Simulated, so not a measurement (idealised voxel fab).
This section sets out a process module, namely voxel gate over fins.
The cross-section shown here is cut; it is 175 nm wide and divided into square cells measuring 5 nm on a side.
Throughout this document, each cross-section is represented as a grid of square cells and is presented as a sequence of bands enumerated from the top downward, where a band comprises one or more rows of cells.
Band entry format. Leading values: height of top, height of bottom, nm. Remainder: materials in left-to-right order, each with its width in nm. Special words: "full width" on a single material, which then fills the band edge to edge; "air", empty space.
Where do heights start? At 0: under that level the wafer as delivered is made of one material only. And the lowest band has no floor; it just carries on downward, as in "from 0 down".
Graded width ("30 to 40"): value in top row of band = first number; value in bottom row = second number; row-to-row change constant.
The designation "no change occurred", where it is given for a processing step, indicates that no cell of the cross-section was altered in the course of that step.
Listed in "Closed empty spaces": every empty space of 8 or more cells without an open way to the top. Form: width x height at distance, the distance being from the left edge, all in nm.
On a step's line, text after the settings is the simulator commenting on that step.
The line of a step may include "overlay nm". On a step with a mask, this value is how far to the right of its planned place the mask lay. A negative value means the mask lay to the left.
**Listed below are the process steps as planned**
1,RECEIVE,material Si
2,CONFORMAL_DEP,material SiN,thk nm 5
3,DIRECTIONAL_DEP,material aC,thk nm 15
4,PATTERN,tone cover,mask id FINS,material resist,width nm 15,pitch nm 35,thk nm 35,overlay nm 0
5,DIRECTIONAL_ETCH,etch materials aC,depth nm 15
6,STRIP,etch materials resist
7,DIRECTIONAL_ETCH,etch materials SiN,depth nm 5
8,DIRECTIONAL_ETCH,etch materials Si,depth nm 30
9,STRIP,etch materials aC
10,FILL_DEP,material SiO2,thk nm 5
11,CMP,height nm 5
12,SELECTIVE_ETCH,etch materials SiO2,depth nm 20
13,STRIP,etch materials SiN
14,CONFORMAL_DEP,material HfO2,thk nm 5
15,CONFORMAL_DEP,material TiN,thk nm 5
16,FILL_DEP,material W,thk nm 10
17,CMP,height nm 15
18,CONFORMAL_DEP,material SiCN,thk nm 10
**As received (post step 1): cross-section**
- from 0 down | Si full width
- Closed empty spaces: none
**End-of-module cross-section. Starting structure and process plan as above; one mistake made in running it**
- from 25 to 15 | SiCN full width
- from 15 to 10 | W full width
- from 10 to 5 | TiN full width
- from 5 to 0 | HfO2 65 nm, TiN 5 nm, HfO2 30 nm, TiN 5 nm, HfO2 70 nm
- from 0 to -10 | Si 60 nm, HfO2 5 nm, TiN 5 nm, HfO2 5 nm, Si 20 nm, HfO2 5 nm, TiN 5 nm, HfO2 5 nm, Si 65 nm
- from -10 to -15 | Si 60 nm, HfO2 15 nm, Si 20 nm, HfO2 15 nm, Si 65 nm
- from -15 to -30 | Si 60 nm, SiO2 15 nm, Si 20 nm, SiO2 15 nm, Si 65 nm
- from -30 down | Si full width
- Closed empty spaces: none
Here's what went sideways: so step 4 ended up running with a different setting than we planned, it ran as PATTERN,tone open,mask id FINS,material resist,width nm 15,pitch nm 35,thk nm 35,overlay nm 0
